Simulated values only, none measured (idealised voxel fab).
Name of the process module below: voxel capacitor over wiring
Cross-sectional view cut (width: 200 nm; square cell size: 5 nm).
Think of the cross-section as a grid of square cells. We describe it in bands, top to bottom, and each band covers one or more rows of those cells.
For a band, the entry starts with two heights in nm, that of the top and then that of the bottom, and carries on with the band's materials in order from left to right, each alongside its width in nm; the word "everywhere" beside a single material means it fills the band edge to edge, and "blank" means empty space.
Measure heights from 0. That's the level where, below it, the as-received wafer is all one material. The lowest band is bottomless and extends downward; write it as in "z 0 and below".
The notation "30->40" denotes a width that varies across the rows of cells in the band, beginning at the first number in the top row, finishing at the second number in the bottom row, and changing by an identical amount from each row to the next.
Given "same as before" for a step, no cell of the cross-section differs between before and after that step.
Closed-off voids of 8+ cells (no open route to the top) go in "Trapped void list", written width x height at distance from the left edge, in nm.
Formally, on a step line, whatever follows the settings is a remark that the simulator itself makes on the step.
Regarding "overlay nm": on a step with a mask, it is the distance the mask lay to the right of its planned place; a negative value places it to the left.

The planned process steps are enumerated hereunder:
1. RECEIVE,material Si
2. CONFORMAL_DEP,material SiO2,thk nm 15
3. DIRECTIONAL_DEP,material TiN,thk nm 5
4. DIRECTIONAL_DEP,material W,thk nm 25
5. DIRECTIONAL_DEP,material aC,thk nm 15
6. PATTERN,tone cover,mask id METAL_1,material resist,width nm 25,pitch nm 95,thk nm 30,overlay nm 0
7. DIRECTIONAL_ETCH,etch materials aC,depth nm 15
8. STRIP,etch materials resist
9. DIRECTIONAL_ETCH,etch materials W,depth nm 25
10. DIRECTIONAL_ETCH,etch materials TiN,depth nm 5
11. STRIP,etch materials aC
12. FILL_DEP,material SiO2,thk nm 10
13. CMP,height nm 45
14. CONFORMAL_DEP,material SiCN,thk nm 5
15. DIRECTIONAL_DEP,material lowk,thk nm 20
16. DIRECTIONAL_DEP,material aC,thk nm 15
17. PATTERN,tone open,mask id PLUG_1,material resist,width nm 15,thk nm 30,overlay nm 0
18. DIRECTIONAL_ETCH,etch materials aC,depth nm 15
19. STRIP,etch materials resist
20. DIRECTIONAL_ETCH,etch materials lowk,depth nm 20
21. DIRECTIONAL_ETCH,etch materials SiCN,depth nm 5
22. STRIP,etch materials aC
23. CONFORMAL_DEP,material TiN,thk nm 5
24. FILL_DEP,material Cu,thk nm 5
25. CMP,height nm 70
26. DIRECTIONAL_DEP,material TiN,thk nm 10
27. DIRECTIONAL_DEP,material HfO2,thk nm 5
28. DIRECTIONAL_DEP,material TiN,thk nm 5
29. MASKED_ETCH,tone cover,mask id UPPER_PLATE,width nm 75,etch materials TiN,depth nm 5,overlay nm 0
30. MASKED_ETCH,tone cover,mask id UPPER_PLATE,width nm 75,etch materials HfO2,depth nm 5,overlay nm 0
31. MASKED_ETCH,tone cover,mask id LOWER_PLATE,width nm 85,etch materials TiN,depth nm 10,overlay nm 0
32. FILL_DEP,material SiO2,thk nm 15
33. CMP,height nm 100
34. PATTERN,tone open,mask id PLUG_2,material resist,width nm 15,thk nm 20,overlay nm 0
35. DIRECTIONAL_ETCH,etch materials SiO2,depth nm 10
36. STRIP,etch materials resist
37. CONFORMAL_DEP,material TiN,thk nm 5
38. FILL_DEP,material W,thk nm 5
39. CMP,height nm 100
40. CONFORMAL_DEP,material SiN,thk nm 5

First of two wafers - as planned:

Received-state cross-section, reflecting completion of step 1:
* z 0 and below | Si everywhere
* Trapped void list: none

The following cross-section depicts the wafer upon completion of step 2:
* z 15 to 0 | SiO2 everywhere
* Below 0, the layers are the same as they were.

The following cross-section depicts the wafer upon completion of step 3:
* z 20 to 15 | TiN everywhere
* Below 15, the layers are the same as they were.

The following cross-section depicts the wafer upon completion of step 4:
* z 45 to 20 | W everywhere
* Below 20, the layers are the same as they were.

The following cross-section depicts the wafer upon completion of step 5:
* z 60 to 45 | aC everywhere
* Below 45, the layers are the same as they were.

The following cross-section depicts the wafer upon completion of step 6:
* z 90 to 60 | 40 blank  25 resist  70 blank  25 resist  40 blank
* Below 60, the layers are the same as they were.

The following cross-section depicts the wafer upon completion of step 7:
* z 75 to 60 | 40 blank  25 resist  70 blank  25 resist  40 blank
* z 60 to 45 | 40 blank  25 aC  70 blank  25 aC  40 blank
* Below 45, the layers are the same as they were.

The following cross-section depicts the wafer upon completion of step 8:
* z 60 to 45 | 40 blank  25 aC  70 blank  25 aC  40 blank
* Below 45, the layers are the same as they were.

The following cross-section depicts the wafer upon completion of step 9:
* z 60 to 45 | 40 blank  25 aC  70 blank  25 aC  40 blank
* z 45 to 20 | 40 blank  25 W  70 blank  25 W  40 blank
* Below 20, the layers are the same as they were.

The following cross-section depicts the wafer upon completion of step 10:
* z 60 to 45 | 40 blank  25 aC  70 blank  25 aC  40 blank
* z 45 to 20 | 40 blank  25 W  70 blank  25 W  40 blank
* z 20 to 15 | 40 blank  25 TiN  70 blank  25 TiN  40 blank
* Below 15, the layers are the same as they were.

The following cross-section depicts the wafer upon completion of step 11:
* z 45 to 20 | 40 blank  25 W  70 blank  25 W  40 blank
* Below 20, the layers are the same as they were.

The following cross-section depicts the wafer upon completion of step 12:
* z 55 to 45 | SiO2 everywhere
* z 45 to 20 | 40 SiO2  25 W  70 SiO2  25 W  40 SiO2
* z 20 to 15 | 40 SiO2  25 TiN  70 SiO2  25 TiN  40 SiO2
* Below 15, the layers are the same as they were.

The following cross-section depicts the wafer upon completion of step 13:
* z 45 to 20 | 40 SiO2  25 W  70 SiO2  25 W  40 SiO2
* Below 20, the layers are the same as they were.

The following cross-section depicts the wafer upon completion of step 14:
* z 50 to 45 | SiCN everywhere
* Below 45, the layers are the same as they were.

The following cross-section depicts the wafer upon completion of step 15:
* z 70 to 50 | lowk everywhere
* Below 50, the layers are the same as they were.

The following cross-section depicts the wafer upon completion of step 16:
* z 85 to 70 | aC everywhere
* Below 70, the layers are the same as they were.

The following cross-section depicts the wafer upon completion of step 17:
* z 115 to 85 | 50 resist  15 blank  135 resist
* Below 85, the layers are the same as they were.

The following cross-section depicts the wafer upon completion of step 18:
* z 100 to 85 | 50 resist  15 blank  135 resist
* z 85 to 70 | 50 aC  15 blank  135 aC
* Below 70, the layers are the same as they were.

The following cross-section depicts the wafer upon completion of step 19:
* z 85 to 70 | 50 aC  15 blank  135 aC
* Below 70, the layers are the same as they were.

The following cross-section depicts the wafer upon completion of step 20:
* z 85 to 70 | 50 aC  15 blank  135 aC
* z 70 to 50 | 50 lowk  15 blank  135 lowk
* Below 50, the layers are the same as they were.

The following cross-section depicts the wafer upon completion of step 21:
* z 85 to 70 | 50 aC  15 blank  135 aC
* z 70 to 50 | 50 lowk  15 blank  135 lowk
* z 50 to 45 | 50 SiCN  15 blank  135 SiCN
* Below 45, the layers are the same as they were.

The following cross-section depicts the wafer upon completion of step 22:
* z 70 to 50 | 50 lowk  15 blank  135 lowk
* Below 50, the layers are the same as they were.

The following cross-section depicts the wafer upon completion of step 23:
* z 75 to 70 | 55 TiN  5 blank  140 TiN
* z 70 to 50 | 50 lowk  5 TiN  5 blank  5 TiN  135 lowk
* z 50 to 45 | 50 SiCN  15 TiN  135 SiCN
* Below 45, the layers are the same as they were.

The following cross-section depicts the wafer upon completion of step 24:
* z 80 to 75 | Cu everywhere
* z 75 to 70 | 55 TiN  5 Cu  140 TiN
* z 70 to 50 | 50 lowk  5 TiN  5 Cu  5 TiN  135 lowk
* Below 50, the layers are the same as they were.

The following cross-section depicts the wafer upon completion of step 25:
* z 70 to 50 | 50 lowk  5 TiN  5 Cu  5 TiN  135 lowk
* Below 50, the layers are the same as they were.

The following cross-section depicts the wafer upon completion of step 26:
* z 80 to 70 | TiN everywhere
* Below 70, the layers are the same as they were.

The following cross-section depicts the wafer upon completion of step 27:
* z 85 to 80 | HfO2 everywhere
* Below 80, the layers are the same as they were.

The following cross-section depicts the wafer upon completion of step 28:
* z 90 to 85 | TiN everywhere
* Below 85, the layers are the same as they were.

The following cross-section depicts the wafer upon completion of step 29:
* z 90 to 85 | 50 blank  75 TiN  75 blank
* Below 85, the layers are the same as they were.

The following cross-section depicts the wafer upon completion of step 30:
* z 90 to 85 | 50 blank  75 TiN  75 blank
* z 85 to 80 | 50 blank  75 HfO2  75 blank
* Below 80, the layers are the same as they were.

The following cross-section depicts the wafer upon completion of step 31:
* z 90 to 85 | 50 blank  75 TiN  75 blank
* z 85 to 80 | 50 blank  75 HfO2  75 blank
* z 80 to 70 | 45 blank  85 TiN  70 blank
* Below 70, the layers are the same as they were.

The following cross-section depicts the wafer upon completion of step 32:
* z 105 to 90 | SiO2 everywhere
* z 90 to 85 | 50 SiO2  75 TiN  75 SiO2
* z 85 to 80 | 50 SiO2  75 HfO2  75 SiO2
* z 80 to 70 | 45 SiO2  85 TiN  70 SiO2
* Below 70, the layers are the same as they were.

The following cross-section depicts the wafer upon completion of step 33:
* z 100 to 90 | SiO2 everywhere
* Below 90, the layers are the same as they were.

The following cross-section depicts the wafer upon completion of step 34:
* z 120 to 100 | 60 resist  15 blank  125 resist
* Below 100, the layers are the same as they were.

The following cross-section depicts the wafer upon completion of step 35:
* z 120 to 100 | 60 resist  15 blank  125 resist
* z 100 to 90 | 60 SiO2  15 blank  125 SiO2
* Below 90, the layers are the same as they were.

The following cross-section depicts the wafer upon completion of step 36:
* z 100 to 90 | 60 SiO2  15 blank  125 SiO2
* Below 90, the layers are the same as they were.

The following cross-section depicts the wafer upon completion of step 37:
* z 105 to 100 | 65 TiN  5 blank  130 TiN
* z 100 to 95 | 60 SiO2  5 TiN  5 blank  5 TiN  125 SiO2
* z 95 to 85 | 60->50 SiO2  15->75 TiN  125->75 SiO2
* Below 85, the layers are the same as they were.

The following cross-section depicts the wafer upon completion of step 38:
* z 110 to 105 | W everywhere
* z 105 to 100 | 65 TiN  5 W  130 TiN
* z 100 to 95 | 60 SiO2  5 TiN  5 W  5 TiN  125 SiO2
* Below 95, the layers are the same as they were.

The following cross-section depicts the wafer upon completion of step 39:
* z 100 to 95 | 60 SiO2  5 TiN  5 W  5 TiN  125 SiO2
* Below 95, the layers are the same as they were.

The following cross-section depicts the wafer upon completion of step 40:
* z 105 to 100 | SiN everywhere
* Below 100, the layers are the same as they were.

Regarding the second of the two wafers: it shared the first wafer's starting condition and process plan, yet one error occurred during its execution. Its history coincides with that of the first wafer up to and including step 12:

X-section, second wafer, when step 13 was due to finish:
* z 50 to 45 | SiO2 everywhere
* Below 45, the layers are the same as they were.

X-section, second wafer, when step 14 was due to finish:
* z 55 to 50 | SiCN everywhere
* Below 50, the layers are the same as they were.

X-section, second wafer, when step 15 was due to finish:
* z 75 to 55 | lowk everywhere
* Below 55, the layers are the same as they were.

X-section, second wafer, when step 16 was due to finish:
* z 90 to 75 | aC everywhere
* Below 75, the layers are the same as they were.

X-section, second wafer, when step 17 was due to finish:
* z 120 to 90 | 50 resist  15 blank  135 resist
* Below 90, the layers are the same as they were.

X-section, second wafer, when step 18 was due to finish:
* z 105 to 90 | 50 resist  15 blank  135 resist
* z 90 to 75 | 50 aC  15 blank  135 aC
* Below 75, the layers are the same as they were.

X-section, second wafer, when step 19 was due to finish:
* z 90 to 75 | 50 aC  15 blank  135 aC
* Below 75, the layers are the same as they were.

X-section, second wafer, when step 20 was due to finish:
* z 90 to 75 | 50 aC  15 blank  135 aC
* z 75 to 55 | 50 lowk  15 blank  135 lowk
* Below 55, the layers are the same as they were.

X-section, second wafer, when step 21 was due to finish:
* z 90 to 75 | 50 aC  15 blank  135 aC
* z 75 to 55 | 50 lowk  15 blank  135 lowk
* z 55 to 50 | 50 SiCN  15 blank  135 SiCN
* Below 50, the layers are the same as they were.

X-section, second wafer, when step 22 was due to finish:
* z 75 to 55 | 50 lowk  15 blank  135 lowk
* Below 55, the layers are the same as they were.

X-section, second wafer, when step 23 was due to finish:
* z 80 to 75 | 55 TiN  5 blank  140 TiN
* z 75 to 55 | 50 lowk  5 TiN  5 blank  5 TiN  135 lowk
* z 55 to 50 | 50 SiCN  15 TiN  135 SiCN
* Below 50, the layers are the same as they were.

X-section, second wafer, when step 24 was due to finish:
* z 85 to 80 | Cu everywhere
* z 80 to 75 | 55 TiN  5 Cu  140 TiN
* z 75 to 55 | 50 lowk  5 TiN  5 Cu  5 TiN  135 lowk
* Below 55, the layers are the same as they were.

X-section, second wafer, when step 25 was due to finish:
* z 70 to 55 | 50 lowk  5 TiN  5 Cu  5 TiN  135 lowk
* Below 55, the layers are the same as they were.

X-section, second wafer, when step 26 was due to finish:
* z 80 to 70 | TiN everywhere
* Below 70, the layers are the same as they were.

X-section, second wafer, when step 27 was due to finish:
* z 85 to 80 | HfO2 everywhere
* Below 80, the layers are the same as they were.

X-section, second wafer, when step 28 was due to finish:
* z 90 to 85 | TiN everywhere
* Below 85, the layers are the same as they were.

X-section, second wafer, when step 29 was due to finish:
* z 90 to 85 | 50 blank  75 TiN  75 blank
* Below 85, the layers are the same as they were.

X-section, second wafer, when step 30 was due to finish:
* z 90 to 85 | 50 blank  75 TiN  75 blank
* z 85 to 80 | 50 blank  75 HfO2  75 blank
* Below 80, the layers are the same as they were.

X-section, second wafer, when step 31 was due to finish:
* z 90 to 85 | 50 blank  75 TiN  75 blank
* z 85 to 80 | 50 blank  75 HfO2  75 blank
* z 80 to 70 | 45 blank  85 TiN  70 blank
* Below 70, the layers are the same as they were.

X-section, second wafer, when step 32 was due to finish:
* z 105 to 90 | SiO2 everywhere
* z 90 to 85 | 50 SiO2  75 TiN  75 SiO2
* z 85 to 80 | 50 SiO2  75 HfO2  75 SiO2
* z 80 to 70 | 45 SiO2  85 TiN  70 SiO2
* Below 70, the layers are the same as they were.

X-section, second wafer, when step 33 was due to finish:
* z 100 to 90 | SiO2 everywhere
* Below 90, the layers are the same as they were.

X-section, second wafer, when step 34 was due to finish:
* z 120 to 100 | 60 resist  15 blank  125 resist
* Below 100, the layers are the same as they were.

X-section, second wafer, when step 35 was due to finish:
* z 120 to 100 | 60 resist  15 blank  125 resist
* z 100 to 90 | 60 SiO2  15 blank  125 SiO2
* Below 90, the layers are the same as they were.

X-section, second wafer, when step 36 was due to finish:
* z 100 to 90 | 60 SiO2  15 blank  125 SiO2
* Below 90, the layers are the same as they were.

X-section, second wafer, when step 37 was due to finish:
* z 105 to 100 | 65 TiN  5 blank  130 TiN
* z 100 to 95 | 60 SiO2  5 TiN  5 blank  5 TiN  125 SiO2
* z 95 to 85 | 60->50 SiO2  15->75 TiN  125->75 SiO2
* Below 85, the layers are the same as they were.

X-section, second wafer, when step 38 was due to finish:
* z 110 to 105 | W everywhere
* z 105 to 100 | 65 TiN  5 W  130 TiN
* z 100 to 95 | 60 SiO2  5 TiN  5 W  5 TiN  125 SiO2
* Below 95, the layers are the same as they were.

X-section, second wafer, when step 39 was due to finish:
* z 100 to 95 | 60 SiO2  5 TiN  5 W  5 TiN  125 SiO2
* Below 95, the layers are the same as they were.

X-section, second wafer, when step 40 was due to finish:
* z 105 to 100 | SiN everywhere
* Below 100, the layers are the same as they were.
What went wrong in running the wafer? off-plan run, step 13, actual operation and settings CMP,height nm 50
End check, counted in cells, second wafer has more or fewer of these materials than the first: Cu -1 | SiO2 +40 | TiN -2 | lowk -37
